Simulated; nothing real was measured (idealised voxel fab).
Process module in this document: voxel trench capacitor
We display cut, a cross-section 225 nm in width whose square cells are each 5 nm.
The cross-sections in this document take the form of a grid made of square cells. They are written out as bands, in order from top to bottom. Each band consists of one or more rows of cells.
Band entry format. Leading values: height of top, height of bottom, nm. Remainder: materials in left-to-right order, each with its width in nm. Special words: "edge to edge" on a single material, which then fills the band edge to edge; "air", empty space.
Heights from 0 (as-received wafer is one material below). Bottom band endless downward, as "z 0 and below".
Quick explanation for "30 to 40": the width changes in equal steps down the rows of cells, from the first number in the band's top row to the second number in its bottom row.
Reading "nothing altered" for a step: not a cell of the cross-section changed in it.
Entry "Closed void roster" = empty spaces >= 8 cells with no open way to the top; each as width x height at distance, distance from left edge, all nm.
after a step's settings: what the simulator itself notes on the step
Each step line may optionally specify "overlay nm", which for a step with a mask gives the rightward distance between the mask's planned place and where it lay, a negative value indicating the leftward direction.

# These are the steps we planned for the process
1: RECEIVE,material Si
2: CONFORMAL_DEP,material SiN,thk nm 5
3: PATTERN,tone open,mask id TRENCH,material resist,width nm 25,pitch nm 50,thk nm 20,overlay nm 0
4: DIRECTIONAL_ETCH,etch materials SiN,depth nm 5
5: DIRECTIONAL_ETCH,etch materials Si,depth nm 35
6: STRIP,etch materials resist
7: CONFORMAL_DEP,material Al2O3,thk nm 5
8: FILL_DEP,material polySi,thk nm 5
9: CMP,height nm 5

# As-received wafer cross-section (after step 1)
  z 0 and below  Si edge to edge
  Closed void roster: none

# a wafer at the end: this start, this plan, one mistake
  z 5 to 0  45 polySi, 5 Al2O3, 25 SiN, 5 Al2O3, 15 polySi, 5 Al2O3, 25 SiN, 5 Al2O3, 15 polySi, 5 Al2O3, 25 SiN, 5 Al2O3, 45 polySi
  z 0 to -30  45 polySi, 5 Al2O3, 25 Si, 5 Al2O3, 15 polySi, 5 Al2O3, 25 Si, 5 Al2O3, 15 polySi, 5 Al2O3, 25 Si, 5 Al2O3, 45 polySi
  z -30 to -35  50 Al2O3, 25 Si, 25 Al2O3, 25 Si, 25 Al2O3, 25 Si, 50 Al2O3
  z -35 and below  Si edge to edge
  Closed void roster: none
So what did we get wrong on this run? contrary to plan, step 3 was performed as PATTERN,tone cover,mask id TRENCH,material resist,width nm 25,pitch nm 50,thk nm 20,overlay nm 0
